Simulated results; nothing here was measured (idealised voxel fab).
process module | voxel self aligned vias
cross-section cut | 200 nm wide | cells 5 nm
A cross-section is a grid of square cells, given in bands from the top down. A band is one or more rows of cells.
Each band's line starts with the height of the band's top and of its bottom, in nm. Then come its materials from left to right, each with its width in nm. One material with "throughout" fills the band from edge to edge. "air" is empty space.
Height 0 is the level under which the wafer as received is all one material. The lowest band goes on downwards, as in "0 down".
A width such as "30 to 40" changes by the same amount from each row of cells to the next, from the band's top row to its bottom row.
"no change" after a step means that no cell of the cross-section changed.
closed voids: empty space of 8 cells or more with no open way to the top, each as width x height at its distance from the left edge, in nm
after a step's settings: what the simulator itself notes on the step
overlay nm, on a step with a mask: how far to the right of its planned place the mask lay; to the left if negative
plan
1 op RECEIVE | material Si
2 op CONFORMAL_DEP | material SiO2 | thk nm 15
3 op CONFORMAL_DEP | material SiCN | thk nm 5
4 op DIRECTIONAL_DEP | material lowk | thk nm 20
5 op PATTERN | tone open | mask id LINES | material resist | width nm 20 | pitch nm 45 | thk nm 20 | overlay nm 0
6 op DIRECTIONAL_ETCH | etch materials lowk | depth nm 20
7 op STRIP | etch materials resist
8 op CONFORMAL_DEP | material TiN | thk nm 5
9 op FILL_DEP | material Ru | thk nm 10
10 op CMP | height nm 40
11 op SELECTIVE_ETCH | etch materials W Ru TiN | depth nm 10
12 op FILL_DEP | material SiN | thk nm 10
13 op CMP | height nm 40
14 op DIRECTIONAL_DEP | material lowk | thk nm 15
15 op MASKED_ETCH | tone open | mask id VIAS | width nm 30 | pitch nm 90 | etch materials lowk | depth nm 15 | overlay nm 0
16 op MASKED_ETCH | tone open | mask id VIAS | width nm 30 | pitch nm 90 | etch materials SiN | depth nm 10 | overlay nm 0
17 op CONFORMAL_DEP | material TiN | thk nm 5
18 op FILL_DEP | material Ru | thk nm 5
19 op CMP | height nm 55
20 op CONFORMAL_DEP | material SiN | thk nm 5
first wafer, as planned
as received, after step 1
  0 down: Si throughout
  closed voids: none
after step 2
  15 to 0: SiO2 throughout
  below 0: unchanged
after step 3
  20 to 15: SiCN throughout
  below 15: unchanged
after step 4
  40 to 20: lowk throughout
  below 20: unchanged
after step 5
  60 to 40: resist 45 | air 20 | resist 25 | air 20 | resist 25 | air 20 | resist 45
  below 40: unchanged
after step 6
  60 to 40: resist 45 | air 20 | resist 25 | air 20 | resist 25 | air 20 | resist 45
  40 to 20: lowk 45 | air 20 | lowk 25 | air 20 | lowk 25 | air 20 | lowk 45
  below 20: unchanged
after step 7
  40 to 20: lowk 45 | air 20 | lowk 25 | air 20 | lowk 25 | air 20 | lowk 45
  below 20: unchanged
after step 8
  45 to 40: TiN 50 | air 10 | TiN 35 | air 10 | TiN 35 | air 10 | TiN 50
  40 to 25: lowk 45 | TiN 5 | air 10 | TiN 5 | lowk 25 | TiN 5 | air 10 | TiN 5 | lowk 25 | TiN 5 | air 10 | TiN 5 | lowk 45
  25 to 20: lowk 45 | TiN 20 | lowk 25 | TiN 20 | lowk 25 | TiN 20 | lowk 45
  below 20: unchanged
after step 9
  55 to 45: Ru throughout
  45 to 40: TiN 50 | Ru 10 | TiN 35 | Ru 10 | TiN 35 | Ru 10 | TiN 50
  40 to 25: lowk 45 | TiN 5 | Ru 10 | TiN 5 | lowk 25 | TiN 5 | Ru 10 | TiN 5 | lowk 25 | TiN 5 | Ru 10 | TiN 5 | lowk 45
  below 25: unchanged
after step 10
  40 to 25: lowk 45 | TiN 5 | Ru 10 | TiN 5 | lowk 25 | TiN 5 | Ru 10 | TiN 5 | lowk 25 | TiN 5 | Ru 10 | TiN 5 | lowk 45
  below 25: unchanged
after step 11
  40 to 30: lowk 45 | air 20 | lowk 25 | air 20 | lowk 25 | air 20 | lowk 45
  below 30: unchanged
after step 12
  50 to 40: SiN throughout
  40 to 30: lowk 45 | SiN 20 | lowk 25 | SiN 20 | lowk 25 | SiN 20 | lowk 45
  below 30: unchanged
after step 13
  40 to 30: lowk 45 | SiN 20 | lowk 25 | SiN 20 | lowk 25 | SiN 20 | lowk 45
  below 30: unchanged
after step 14
  55 to 40: lowk throughout
  below 40: unchanged
after step 15
  55 to 40: lowk 40 | air 30 | lowk 60 | air 30 | lowk 40
  below 40: unchanged
after step 16
  55 to 40: lowk 40 | air 30 | lowk 60 | air 30 | lowk 40
  40 to 30: lowk 45 | air 20 | lowk 25 | SiN 20 | lowk 25 | air 20 | lowk 45
  below 30: unchanged
after step 17
  60 to 55: TiN 45 | air 20 | TiN 70 | air 20 | TiN 45
  55 to 45: lowk 40 | TiN 5 | air 20 | TiN 5 | lowk 60 | TiN 5 | air 20 | TiN 5 | lowk 40
  45 to 40: lowk 40 | TiN 10 | air 10 | TiN 10 | lowk 60 | TiN 10 | air 10 | TiN 10 | lowk 40
  40 to 35: lowk 45 | TiN 5 | air 10 | TiN 5 | lowk 25 | SiN 20 | lowk 25 | TiN 5 | air 10 | TiN 5 | lowk 45
  35 to 30: lowk 45 | TiN 20 | lowk 25 | SiN 20 | lowk 25 | TiN 20 | lowk 45
  below 30: unchanged
after step 18
  65 to 60: Ru throughout
  60 to 55: TiN 45 | Ru 20 | TiN 70 | Ru 20 | TiN 45
  55 to 45: lowk 40 | TiN 5 | Ru 20 | TiN 5 | lowk 60 | TiN 5 | Ru 20 | TiN 5 | lowk 40
  45 to 40: lowk 40 | TiN 10 | Ru 10 | TiN 10 | lowk 60 | TiN 10 | Ru 10 | TiN 10 | lowk 40
  40 to 35: lowk 45 | TiN 5 | Ru 10 | TiN 5 | lowk 25 | SiN 20 | lowk 25 | TiN 5 | Ru 10 | TiN 5 | lowk 45
  below 35: unchanged
after step 19
  55 to 45: lowk 40 | TiN 5 | Ru 20 | TiN 5 | lowk 60 | TiN 5 | Ru 20 | TiN 5 | lowk 40
  below 45: unchanged
after step 20
  60 to 55: SiN throughout
  below 55: unchanged
second wafer: like start, like plan, one mistake. Through step 14 it matches the first wafer
when step 15 should have ended
  55 to 40: lowk 35 | air 40 | lowk 50 | air 40 | lowk 35
  below 40: unchanged
when step 16 should have ended
  55 to 40: lowk 35 | air 40 | lowk 50 | air 40 | lowk 35
  40 to 30: lowk 45 | air 20 | lowk 25 | SiN 20 | lowk 25 | air 20 | lowk 45
  below 30: unchanged
when step 17 should have ended
  60 to 55: TiN 40 | air 30 | TiN 60 | air 30 | TiN 40
  55 to 45: lowk 35 | TiN 5 | air 30 | TiN 5 | lowk 50 | TiN 5 | air 30 | TiN 5 | lowk 35
  45 to 40: lowk 35 | TiN 15 | air 10 | TiN 15 | lowk 50 | TiN 15 | air 10 | TiN 15 | lowk 35
  40 to 35: lowk 45 | TiN 5 | air 10 | TiN 5 | lowk 25 | SiN 20 | lowk 25 | TiN 5 | air 10 | TiN 5 | lowk 45
  35 to 30: lowk 45 | TiN 20 | lowk 25 | SiN 20 | lowk 25 | TiN 20 | lowk 45
  below 30: unchanged
when step 18 should have ended
  65 to 60: Ru throughout
  60 to 55: TiN 40 | Ru 30 | TiN 60 | Ru 30 | TiN 40
  55 to 45: lowk 35 | TiN 5 | Ru 30 | TiN 5 | lowk 50 | TiN 5 | Ru 30 | TiN 5 | lowk 35
  45 to 40: lowk 35 | TiN 15 | Ru 10 | TiN 15 | lowk 50 | TiN 15 | Ru 10 | TiN 15 | lowk 35
  40 to 35: lowk 45 | TiN 5 | Ru 10 | TiN 5 | lowk 25 | SiN 20 | lowk 25 | TiN 5 | Ru 10 | TiN 5 | lowk 45
  below 35: unchanged
when step 19 should have ended
  55 to 45: lowk 35 | TiN 5 | Ru 30 | TiN 5 | lowk 50 | TiN 5 | Ru 30 | TiN 5 | lowk 35
  below 45: unchanged
when step 20 should have ended
  60 to 55: SiN throughout
  below 55: unchanged
what went wrong: step 15 ran as: op MASKED_ETCH | tone open | mask id VIAS | width nm 40 | pitch nm 90 | etch materials lowk | depth nm 15 | overlay nm 0
at the end the second wafer has, in cells: 8 more of Ru | 4 more of TiN | 12 fewer of lowk
